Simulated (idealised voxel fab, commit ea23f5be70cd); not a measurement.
process module | voxel self aligned vias
cross-section cut | 275 nm wide | cells 5 nm
A cross-section is a grid of square cells, given in bands from the top down. A band is one or more rows of cells.
Each band's line starts with the height of the band's top and of its bottom, in nm. Then come its materials from left to right, each with its width in nm. One material with "throughout" fills the band from edge to edge. "air" is empty space.
Height 0 is the level under which the wafer as received is all one material. The lowest band goes on downwards, as in "0 down".
A width such as "30 to 40" changes by the same amount from each row of cells to the next, from the band's top row to its bottom row.
"no change" after a step means that no cell of the cross-section changed.
closed voids: empty space of 8 cells or more with no open way to the top, each as width x height at its distance from the left edge, in nm
after a step's settings: what the simulator itself notes on the step
overlay nm, on a step with a mask: how far to the right of its planned place the mask lay; to the left if negative
plan
1 op RECEIVE | material Si
2 op CONFORMAL_DEP | material SiO2 | thk nm 10
3 op CONFORMAL_DEP | material SiCN | thk nm 5
4 op DIRECTIONAL_DEP | material SiO2 | thk nm 20
5 op MASKED_ETCH | tone open | mask id LINES | width nm 20 | pitch nm 50 | etch materials SiO2 | depth nm 20 | overlay nm 0
6 op CONFORMAL_DEP | material TiN | thk nm 5
7 op FILL_DEP | material W | thk nm 10
8 op CMP | height nm 35
9 op SELECTIVE_ETCH | etch materials W Ru TiN | depth nm 10
10 op FILL_DEP | material SiN | thk nm 10
11 op CMP | height nm 35
12 op DIRECTIONAL_DEP | material SiO2 | thk nm 15
13 op PATTERN | tone open | mask id VIAS | material resist | width nm 30 | thk nm 15 | overlay nm 0
14 op DIRECTIONAL_ETCH | etch materials SiO2 | depth nm 15
15 op DIRECTIONAL_ETCH | etch materials SiN | depth nm 10
16 op STRIP | etch materials resist
17 op CONFORMAL_DEP | material TiN | thk nm 5
18 op FILL_DEP | material Ru | thk nm 5
19 op CMP | height nm 50
20 op CONFORMAL_DEP | material SiN | thk nm 5
as received, after step 1
  0 down: Si throughout
  closed voids: none
a wafer at the end: this start, this plan, one mistake
  55 to 50: SiN throughout
  50 to 35: SiO2 95 | TiN 5 | Ru 20 | TiN 5 | SiO2 150
  35 to 30: SiN 95 | TiN 10 | Ru 10 | TiN 10 | SiN 150
  30 to 25: SiO2 100 | TiN 20 | SiO2 30 | SiN 20 | SiO2 105
  25 to 15: SiO2 100 | TiN 5 | W 10 | TiN 5 | SiO2 30 | TiN 5 | W 10 | TiN 5 | SiO2 105
  15 to 10: SiO2 100 | TiN 20 | SiO2 30 | TiN 20 | SiO2 105
  10 to 0: SiO2 throughout
  0 down: Si throughout
  closed voids: none
what went wrong: step 3 was left out
